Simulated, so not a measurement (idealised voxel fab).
The process module presented herein is designated voxel gate over fins.
Xsec cut, 270 nm wide, square cell size 5 nm.
A cross-section is a grid of square cells, given in bands from the top down. A band is one or more rows of cells. In this notation a band is specified by the heights of its top and bottom, in that order and in nm, after which its materials appear from left to right, each paired with its width in nm. The word "throughout" attached to a single material means that material fills the band from edge to edge; the word "empty" stands for empty space. Measure heights from 0. That's the level where, below it, the as-received wafer is all one material. The lowest band is bottomless and extends downward; write it as in "0..down". With a width like "30->40", each row of cells in the band differs from the next by the same amount, the top row carrying the first number and the bottom row the second. Reading "nothing changed" for a step: not a cell of the cross-section changed in it. Entry "Closed internal voids" = empty spaces >= 8 cells with no open way to the top; each as width x height at distance, distance from left edge, all nm. The remark found on a step's line after its settings is issued by the simulator itself and pertains to that step. A step's line can hold "overlay nm"; with a mask on that step, the setting says how far right of the planned place the mask lay, while a negative setting says it lay to the left.
INTENDED PROCESS STEPS
1: op RECEIVE | material Si
2: op CONFORMAL_DEP | material SiN | thk nm 10
3: op PATTERN | tone cover | mask id FINS | material resist | width nm 15 | pitch nm 40 | thk nm 20 | overlay nm 0
4: op DIRECTIONAL_ETCH | etch materials SiN | depth nm 10
5: op DIRECTIONAL_ETCH | etch materials Si | depth nm 35
6: op STRIP | etch materials resist
7: op FILL_DEP | material SiO2 | thk nm 15
8: op CMP | height nm 10
9: op SELECTIVE_ETCH | etch materials SiO2 | depth nm 20
10: op STRIP | etch materials SiN
11: op CONFORMAL_DEP | material HfO2 | thk nm 5
12: op CONFORMAL_DEP | material TiN | thk nm 5
13: op CONFORMAL_DEP | material TiAl | thk nm 5
14: op CONFORMAL_DEP | material TiN | thk nm 5
15: op FILL_DEP | material W | thk nm 10
16: op CMP | height nm 25
17: op CONFORMAL_DEP | material SiCN | thk nm 10
DELIVERED WAFER IN CROSS-SECTION: STATE AFTER STEP 1
> 0..down | Si throughout
> Closed internal voids: none
SECTIONED VIEW, FIRST OF TWO WAFERS, AT THE CLOSE OF THE MODULE, PROCESSED AS INTENDED IN THE PLAN
> 35..25 | SiCN throughout
> 25..20 | W throughout
> 20..15 | W: 65; TiN: 135; W: 70
> 15..10 | W: 65; TiN: 5; TiAl: 125; TiN: 5; W: 70
> 10..5 | TiN: 70; TiAl: 5; TiN: 35; TiAl: 5; TiN: 35; TiAl: 5; TiN: 35; TiAl: 5; TiN: 75
> 5..0 | TiAl: 75; TiN: 5; HfO2: 25; TiN: 5; TiAl: 5; TiN: 5; HfO2: 25; TiN: 5; TiAl: 5; TiN: 5; HfO2: 25; TiN: 5; TiAl: 80
> 0..-5 | TiN: 80; HfO2: 5; Si: 15; HfO2: 5; TiN: 15; HfO2: 5; Si: 15; HfO2: 5; TiN: 15; HfO2: 5; Si: 15; HfO2: 5; TiN: 85
> -5..-10 | HfO2: 85; Si: 15; HfO2: 25; Si: 15; HfO2: 25; Si: 15; HfO2: 90
> -10..-35 | SiO2: 85; Si: 15; SiO2: 25; Si: 15; SiO2: 25; Si: 15; SiO2: 90
> -35..down | Si throughout
> Closed internal voids: none
END-OF-MODULE CROSS-SECTION OF THE SECOND WAFER: IDENTICAL STARTING POINT AND PROCESS PLAN TO THE FIRST, WITH ONE PROCESSING MISTAKE
> 35..25 | SiCN throughout
> 25..15 | W throughout
> 15..10 | W: 70; TiN: 125; W: 75
> 10..5 | W: 70; TiN: 5; TiAl: 35; TiN: 5; TiAl: 35; TiN: 5; TiAl: 35; TiN: 5; W: 75
> 5..0 | TiN: 75; TiAl: 5; HfO2: 25; TiAl: 5; TiN: 5; TiAl: 5; HfO2: 25; TiAl: 5; TiN: 5; TiAl: 5; HfO2: 25; TiAl: 5; TiN: 80
> 0..-5 | TiAl: 80; HfO2: 5; Si: 15; HfO2: 5; TiAl: 15; HfO2: 5; Si: 15; HfO2: 5; TiAl: 15; HfO2: 5; Si: 15; HfO2: 5; TiAl: 85
> -5..-10 | HfO2: 85; Si: 15; HfO2: 25; Si: 15; HfO2: 25; Si: 15; HfO2: 90
> -10..-35 | SiO2: 85; Si: 15; SiO2: 25; Si: 15; SiO2: 25; Si: 15; SiO2: 90
> -35..down | Si throughout
> Closed internal voids: none
It is concluded that the wafer was processed incorrectly with respect to the plan, in that plan step 12 skipped
Upon completion, the second wafer contains, in terms of cells, a greater or smaller amount of certain materials than the first wafer: TiAl: 4 more; TiN: 62 fewer; W: 58 more
